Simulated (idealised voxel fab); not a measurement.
process module | voxel wiring stack
cross-section cut | 170 nm wide | cells 5 nm
A cross-section is a grid of square cells, given in bands from the top down. A band is one or more rows of cells.
Each band's line starts with the height of the band's top and of its bottom, in nm. Then come its materials from left to right, each with its width in nm. One material with "throughout" fills the band from edge to edge. "air" is empty space.
Height 0 is the level under which the wafer as received is all one material. The lowest band goes on downwards, as in "0 down".
A width such as "30 to 40" changes by the same amount from each row of cells to the next, from the band's top row to its bottom row.
"no change" after a step means that no cell of the cross-section changed.
closed voids: empty space of 8 cells or more with no open way to the top, each as width x height at its distance from the left edge, in nm
after a step's settings: what the simulator itself notes on the step
overlay nm, on a step with a mask: how far to the right of its planned place the mask lay; to the left if negative
plan
1 op RECEIVE | material Si
2 op CONFORMAL_DEP | material SiO2 | thk nm 10
3 op DIRECTIONAL_DEP | material TiN | thk nm 5
4 op DIRECTIONAL_DEP | material W | thk nm 20
5 op PATTERN | tone cover | mask id METAL_1 | material resist | width nm 20 | pitch nm 35 | thk nm 15 | overlay nm 0
6 op DIRECTIONAL_ETCH | etch materials W | depth nm 20
7 op DIRECTIONAL_ETCH | etch materials TiN | depth nm 5
8 op STRIP | etch materials resist
9 op CONFORMAL_DEP | material SiN | thk nm 5
10 op FILL_DEP | material lowk | thk nm 10
11 op CMP | height nm 35
12 op CONFORMAL_DEP | material SiCN | thk nm 5
13 op DIRECTIONAL_DEP | material SiO2 | thk nm 10
14 op DIRECTIONAL_DEP | material aC | thk nm 10
15 op PATTERN | tone open | mask id PLUG_1 | material resist | width nm 15 | pitch nm 35 | thk nm 25 | overlay nm 0
16 op DIRECTIONAL_ETCH | etch materials aC | depth nm 10
17 op STRIP | etch materials resist
18 op DIRECTIONAL_ETCH | etch materials SiO2 | depth nm 10
19 op DIRECTIONAL_ETCH | etch materials SiCN | depth nm 5
20 op STRIP | etch materials aC
21 op CONFORMAL_DEP | material TiN | thk nm 5
22 op FILL_DEP | material Ru | thk nm 5
23 op CMP | height nm 50
24 op DIRECTIONAL_DEP | material TiN | thk nm 5
25 op DIRECTIONAL_DEP | material Ru | thk nm 15
26 op MASKED_ETCH | tone cover | mask id METAL_2 | width nm 20 | pitch nm 35 | etch materials Ru | depth nm 15 | overlay nm 0
27 op MASKED_ETCH | tone cover | mask id METAL_2 | width nm 20 | pitch nm 35 | etch materials TiN | depth nm 5 | overlay nm 0
28 op FILL_DEP | material SiO2 | thk nm 5
29 op CMP | height nm 70
30 op CONFORMAL_DEP | material SiCN | thk nm 5
31 op DIRECTIONAL_DEP | material SiO2 | thk nm 20
32 op DIRECTIONAL_DEP | material aC | thk nm 15
33 op PATTERN | tone open | mask id PLUG_2 | material resist | width nm 15 | pitch nm 35 | thk nm 35 | overlay nm 0
34 op DIRECTIONAL_ETCH | etch materials aC | depth nm 15
35 op STRIP | etch materials resist
36 op DIRECTIONAL_ETCH | etch materials SiO2 | depth nm 20
37 op DIRECTIONAL_ETCH | etch materials SiCN | depth nm 5
38 op STRIP | etch materials aC
39 op CONFORMAL_DEP | material TiN | thk nm 5
40 op FILL_DEP | material Ru | thk nm 5
41 op CMP | height nm 95
42 op DIRECTIONAL_DEP | material TiN | thk nm 5
43 op DIRECTIONAL_DEP | material W | thk nm 15
44 op MASKED_ETCH | tone cover | mask id METAL_3 | width nm 20 | pitch nm 35 | etch materials W | depth nm 15 | overlay nm 0
45 op MASKED_ETCH | tone cover | mask id METAL_3 | width nm 20 | pitch nm 35 | etch materials TiN | depth nm 5 | overlay nm 0
46 op FILL_DEP | material SiO2 | thk nm 10
47 op CMP | height nm 115
48 op CONFORMAL_DEP | material SiN | thk nm 5
first wafer, as planned
as received, after step 1
  0 down: Si throughout
  closed voids: none
after step 2
  10 to 0: SiO2 throughout
  below 0: unchanged
after step 3
  15 to 10: TiN throughout
  below 10: unchanged
after step 4
  35 to 15: W throughout
  below 15: unchanged
after step 5
  50 to 35: air 55 | resist 20 | air 15 | resist 20 | air 60
  below 35: unchanged
after step 6
  50 to 35: air 55 | resist 20 | air 15 | resist 20 | air 60
  35 to 15: air 55 | W 20 | air 15 | W 20 | air 60
  below 15: unchanged
after step 7
  50 to 35: air 55 | resist 20 | air 15 | resist 20 | air 60
  35 to 15: air 55 | W 20 | air 15 | W 20 | air 60
  15 to 10: air 55 | TiN 20 | air 15 | TiN 20 | air 60
  below 10: unchanged
after step 8
  35 to 15: air 55 | W 20 | air 15 | W 20 | air 60
  below 15: unchanged
after step 9
  40 to 35: air 50 | SiN 30 | air 5 | SiN 30 | air 55
  35 to 15: air 50 | SiN 5 | W 20 | SiN 5 | air 5 | SiN 5 | W 20 | SiN 5 | air 55
  15 to 10: SiN 55 | TiN 20 | SiN 15 | TiN 20 | SiN 60
  below 10: unchanged
after step 10
  50 to 40: lowk throughout
  40 to 35: lowk 50 | SiN 30 | lowk 5 | SiN 30 | lowk 55
  35 to 15: lowk 50 | SiN 5 | W 20 | SiN 5 | lowk 5 | SiN 5 | W 20 | SiN 5 | lowk 55
  below 15: unchanged
after step 11
  35 to 15: lowk 50 | SiN 5 | W 20 | SiN 5 | lowk 5 | SiN 5 | W 20 | SiN 5 | lowk 55
  below 15: unchanged
after step 12
  40 to 35: SiCN throughout
  below 35: unchanged
after step 13
  50 to 40: SiO2 throughout
  below 40: unchanged
after step 14
  60 to 50: aC throughout
  below 50: unchanged
after step 15
  85 to 60: resist 55 | air 15 | resist 20 | air 15 | resist 65
  below 60: unchanged
after step 16
  75 to 60: resist 55 | air 15 | resist 20 | air 15 | resist 65
  60 to 50: aC 55 | air 15 | aC 20 | air 15 | aC 65
  below 50: unchanged
after step 17
  60 to 50: aC 55 | air 15 | aC 20 | air 15 | aC 65
  below 50: unchanged
after step 18
  60 to 50: aC 55 | air 15 | aC 20 | air 15 | aC 65
  50 to 40: SiO2 55 | air 15 | SiO2 20 | air 15 | SiO2 65
  below 40: unchanged
after step 19
  60 to 50: aC 55 | air 15 | aC 20 | air 15 | aC 65
  50 to 40: SiO2 55 | air 15 | SiO2 20 | air 15 | SiO2 65
  40 to 35: SiCN 55 | air 15 | SiCN 20 | air 15 | SiCN 65
  below 35: unchanged
after step 20
  50 to 40: SiO2 55 | air 15 | SiO2 20 | air 15 | SiO2 65
  below 40: unchanged
after step 21
  55 to 50: TiN 60 | air 5 | TiN 30 | air 5 | TiN 70
  50 to 40: SiO2 55 | TiN 5 | air 5 | TiN 5 | SiO2 20 | TiN 5 | air 5 | TiN 5 | SiO2 65
  40 to 35: SiCN 55 | TiN 15 | SiCN 20 | TiN 15 | SiCN 65
  below 35: unchanged
after step 22
  60 to 55: Ru throughout
  55 to 50: TiN 60 | Ru 5 | TiN 30 | Ru 5 | TiN 70
  50 to 40: SiO2 55 | TiN 5 | Ru 5 | TiN 5 | SiO2 20 | TiN 5 | Ru 5 | TiN 5 | SiO2 65
  below 40: unchanged
after step 23
  50 to 40: SiO2 55 | TiN 5 | Ru 5 | TiN 5 | SiO2 20 | TiN 5 | Ru 5 | TiN 5 | SiO2 65
  below 40: unchanged
after step 24
  55 to 50: TiN throughout
  below 50: unchanged
after step 25
  70 to 55: Ru throughout
  below 55: unchanged
after step 26
  70 to 55: air 55 | Ru 20 | air 15 | Ru 20 | air 60
  below 55: unchanged
after step 27
  70 to 55: air 55 | Ru 20 | air 15 | Ru 20 | air 60
  55 to 50: air 55 | TiN 20 | air 15 | TiN 20 | air 60
  below 50: unchanged
after step 28
  75 to 70: SiO2 throughout
  70 to 55: SiO2 55 | Ru 20 | SiO2 15 | Ru 20 | SiO2 60
  55 to 50: SiO2 55 | TiN 20 | SiO2 15 | TiN 20 | SiO2 60
  below 50: unchanged
after step 29
  70 to 55: SiO2 55 | Ru 20 | SiO2 15 | Ru 20 | SiO2 60
  below 55: unchanged
after step 30
  75 to 70: SiCN throughout
  below 70: unchanged
after step 31
  95 to 75: SiO2 throughout
  below 75: unchanged
after step 32
  110 to 95: aC throughout
  below 95: unchanged
after step 33
  145 to 110: resist 55 | air 15 | resist 20 | air 15 | resist 65
  below 110: unchanged
after step 34
  130 to 110: resist 55 | air 15 | resist 20 | air 15 | resist 65
  110 to 95: aC 55 | air 15 | aC 20 | air 15 | aC 65
  below 95: unchanged
after step 35
  110 to 95: aC 55 | air 15 | aC 20 | air 15 | aC 65
  below 95: unchanged
after step 36
  110 to 95: aC 55 | air 15 | aC 20 | air 15 | aC 65
  95 to 75: SiO2 55 | air 15 | SiO2 20 | air 15 | SiO2 65
  below 75: unchanged
after step 37
  110 to 95: aC 55 | air 15 | aC 20 | air 15 | aC 65
  95 to 75: SiO2 55 | air 15 | SiO2 20 | air 15 | SiO2 65
  75 to 70: SiCN 55 | air 15 | SiCN 20 | air 15 | SiCN 65
  below 70: unchanged
after step 38
  95 to 75: SiO2 55 | air 15 | SiO2 20 | air 15 | SiO2 65
  below 75: unchanged
after step 39
  100 to 95: TiN 60 | air 5 | TiN 30 | air 5 | TiN 70
  95 to 75: SiO2 55 | TiN 5 | air 5 | TiN 5 | SiO2 20 | TiN 5 | air 5 | TiN 5 | SiO2 65
  75 to 70: SiCN 55 | TiN 15 | SiCN 20 | TiN 15 | SiCN 65
  below 70: unchanged
after step 40
  105 to 100: Ru throughout
  100 to 95: TiN 60 | Ru 5 | TiN 30 | Ru 5 | TiN 70
  95 to 75: SiO2 55 | TiN 5 | Ru 5 | TiN 5 | SiO2 20 | TiN 5 | Ru 5 | TiN 5 | SiO2 65
  below 75: unchanged
after step 41
  95 to 75: SiO2 55 | TiN 5 | Ru 5 | TiN 5 | SiO2 20 | TiN 5 | Ru 5 | TiN 5 | SiO2 65
  below 75: unchanged
after step 42
  100 to 95: TiN throughout
  below 95: unchanged
after step 43
  115 to 100: W throughout
  below 100: unchanged
after step 44
  115 to 100: air 55 | W 20 | air 15 | W 20 | air 60
  below 100: unchanged
after step 45
  115 to 100: air 55 | W 20 | air 15 | W 20 | air 60
  100 to 95: air 55 | TiN 20 | air 15 | TiN 20 | air 60
  below 95: unchanged
after step 46
  125 to 115: SiO2 throughout
  115 to 100: SiO2 55 | W 20 | SiO2 15 | W 20 | SiO2 60
  100 to 95: SiO2 55 | TiN 20 | SiO2 15 | TiN 20 | SiO2 60
  below 95: unchanged
after step 47
  115 to 100: SiO2 55 | W 20 | SiO2 15 | W 20 | SiO2 60
  below 100: unchanged
after step 48
  120 to 115: SiN throughout
  below 115: unchanged
second wafer: like start, like plan, one mistake. Through step 1 it matches the first wafer
when step 2 should have ended: no change
when step 3 should have ended
  5 to 0: TiN throughout
  below 0: unchanged
when step 4 should have ended
  25 to 5: W throughout
  below 5: unchanged
when step 5 should have ended
  40 to 25: air 55 | resist 20 | air 15 | resist 20 | air 60
  below 25: unchanged
when step 6 should have ended
  40 to 25: air 55 | resist 20 | air 15 | resist 20 | air 60
  25 to 5: air 55 | W 20 | air 15 | W 20 | air 60
  below 5: unchanged
when step 7 should have ended
  40 to 25: air 55 | resist 20 | air 15 | resist 20 | air 60
  25 to 5: air 55 | W 20 | air 15 | W 20 | air 60
  5 to 0: air 55 | TiN 20 | air 15 | TiN 20 | air 60
  below 0: unchanged
when step 8 should have ended
  25 to 5: air 55 | W 20 | air 15 | W 20 | air 60
  below 5: unchanged
when step 9 should have ended
  30 to 25: air 50 | SiN 30 | air 5 | SiN 30 | air 55
  25 to 5: air 50 | SiN 5 | W 20 | SiN 5 | air 5 | SiN 5 | W 20 | SiN 5 | air 55
  5 to 0: SiN 55 | TiN 20 | SiN 15 | TiN 20 | SiN 60
  below 0: unchanged
when step 10 should have ended
  40 to 30: lowk throughout
  30 to 25: lowk 50 | SiN 30 | lowk 5 | SiN 30 | lowk 55
  25 to 5: lowk 50 | SiN 5 | W 20 | SiN 5 | lowk 5 | SiN 5 | W 20 | SiN 5 | lowk 55
  below 5: unchanged
when step 11 should have ended
  35 to 30: lowk throughout
  below 30: unchanged
when step 12 should have ended
  40 to 35: SiCN throughout
  below 35: unchanged
when step 13 should have ended
  50 to 40: SiO2 throughout
  below 40: unchanged
when step 14 should have ended
  60 to 50: aC throughout
  below 50: unchanged
when step 15 should have ended
  85 to 60: resist 55 | air 15 | resist 20 | air 15 | resist 65
  below 60: unchanged
when step 16 should have ended
  75 to 60: resist 55 | air 15 | resist 20 | air 15 | resist 65
  60 to 50: aC 55 | air 15 | aC 20 | air 15 | aC 65
  below 50: unchanged
when step 17 should have ended
  60 to 50: aC 55 | air 15 | aC 20 | air 15 | aC 65
  below 50: unchanged
when step 18 should have ended
  60 to 50: aC 55 | air 15 | aC 20 | air 15 | aC 65
  50 to 40: SiO2 55 | air 15 | SiO2 20 | air 15 | SiO2 65
  below 40: unchanged
when step 19 should have ended
  60 to 50: aC 55 | air 15 | aC 20 | air 15 | aC 65
  50 to 40: SiO2 55 | air 15 | SiO2 20 | air 15 | SiO2 65
  40 to 35: SiCN 55 | air 15 | SiCN 20 | air 15 | SiCN 65
  below 35: unchanged
when step 20 should have ended
  50 to 40: SiO2 55 | air 15 | SiO2 20 | air 15 | SiO2 65
  below 40: unchanged
when step 21 should have ended
  55 to 50: TiN 60 | air 5 | TiN 30 | air 5 | TiN 70
  50 to 40: SiO2 55 | TiN 5 | air 5 | TiN 5 | SiO2 20 | TiN 5 | air 5 | TiN 5 | SiO2 65
  40 to 35: SiCN 55 | TiN 15 | SiCN 20 | TiN 15 | SiCN 65
  below 35: unchanged
when step 22 should have ended
  60 to 55: Ru throughout
  55 to 50: TiN 60 | Ru 5 | TiN 30 | Ru 5 | TiN 70
  50 to 40: SiO2 55 | TiN 5 | Ru 5 | TiN 5 | SiO2 20 | TiN 5 | Ru 5 | TiN 5 | SiO2 65
  below 40: unchanged
when step 23 should have ended
  50 to 40: SiO2 55 | TiN 5 | Ru 5 | TiN 5 | SiO2 20 | TiN 5 | Ru 5 | TiN 5 | SiO2 65
  below 40: unchanged
when step 24 should have ended
  55 to 50: TiN throughout
  below 50: unchanged
when step 25 should have ended
  70 to 55: Ru throughout
  below 55: unchanged
when step 26 should have ended
  70 to 55: air 55 | Ru 20 | air 15 | Ru 20 | air 60
  below 55: unchanged
when step 27 should have ended
  70 to 55: air 55 | Ru 20 | air 15 | Ru 20 | air 60
  55 to 50: air 55 | TiN 20 | air 15 | TiN 20 | air 60
  below 50: unchanged
when step 28 should have ended
  75 to 70: SiO2 throughout
  70 to 55: SiO2 55 | Ru 20 | SiO2 15 | Ru 20 | SiO2 60
  55 to 50: SiO2 55 | TiN 20 | SiO2 15 | TiN 20 | SiO2 60
  below 50: unchanged
when step 29 should have ended
  70 to 55: SiO2 55 | Ru 20 | SiO2 15 | Ru 20 | SiO2 60
  below 55: unchanged
when step 30 should have ended
  75 to 70: SiCN throughout
  below 70: unchanged
when step 31 should have ended
  95 to 75: SiO2 throughout
  below 75: unchanged
when step 32 should have ended
  110 to 95: aC throughout
  below 95: unchanged
when step 33 should have ended
  145 to 110: resist 55 | air 15 | resist 20 | air 15 | resist 65
  below 110: unchanged
when step 34 should have ended
  130 to 110: resist 55 | air 15 | resist 20 | air 15 | resist 65
  110 to 95: aC 55 | air 15 | aC 20 | air 15 | aC 65
  below 95: unchanged
when step 35 should have ended
  110 to 95: aC 55 | air 15 | aC 20 | air 15 | aC 65
  below 95: unchanged
when step 36 should have ended
  110 to 95: aC 55 | air 15 | aC 20 | air 15 | aC 65
  95 to 75: SiO2 55 | air 15 | SiO2 20 | air 15 | SiO2 65
  below 75: unchanged
when step 37 should have ended
  110 to 95: aC 55 | air 15 | aC 20 | air 15 | aC 65
  95 to 75: SiO2 55 | air 15 | SiO2 20 | air 15 | SiO2 65
  75 to 70: SiCN 55 | air 15 | SiCN 20 | air 15 | SiCN 65
  below 70: unchanged
when step 38 should have ended
  95 to 75: SiO2 55 | air 15 | SiO2 20 | air 15 | SiO2 65
  below 75: unchanged
when step 39 should have ended
  100 to 95: TiN 60 | air 5 | TiN 30 | air 5 | TiN 70
  95 to 75: SiO2 55 | TiN 5 | air 5 | TiN 5 | SiO2 20 | TiN 5 | air 5 | TiN 5 | SiO2 65
  75 to 70: SiCN 55 | TiN 15 | SiCN 20 | TiN 15 | SiCN 65
  below 70: unchanged
when step 40 should have ended
  105 to 100: Ru throughout
  100 to 95: TiN 60 | Ru 5 | TiN 30 | Ru 5 | TiN 70
  95 to 75: SiO2 55 | TiN 5 | Ru 5 | TiN 5 | SiO2 20 | TiN 5 | Ru 5 | TiN 5 | SiO2 65
  below 75: unchanged
when step 41 should have ended
  95 to 75: SiO2 55 | TiN 5 | Ru 5 | TiN 5 | SiO2 20 | TiN 5 | Ru 5 | TiN 5 | SiO2 65
  below 75: unchanged
when step 42 should have ended
  100 to 95: TiN throughout
  below 95: unchanged
when step 43 should have ended
  115 to 100: W throughout
  below 100: unchanged
when step 44 should have ended
  115 to 100: air 55 | W 20 | air 15 | W 20 | air 60
  below 100: unchanged
when step 45 should have ended
  115 to 100: air 55 | W 20 | air 15 | W 20 | air 60
  100 to 95: air 55 | TiN 20 | air 15 | TiN 20 | air 60
  below 95: unchanged
when step 46 should have ended
  125 to 115: SiO2 throughout
  115 to 100: SiO2 55 | W 20 | SiO2 15 | W 20 | SiO2 60
  100 to 95: SiO2 55 | TiN 20 | SiO2 15 | TiN 20 | SiO2 60
  below 95: unchanged
when step 47 should have ended
  115 to 100: SiO2 55 | W 20 | SiO2 15 | W 20 | SiO2 60
  below 100: unchanged
when step 48 should have ended
  120 to 115: SiN throughout
  below 115: unchanged
what went wrong: step 2 was left out
at the end the second wafer has, in cells: 12 more of SiN | 68 fewer of SiO2 | 56 more of lowk
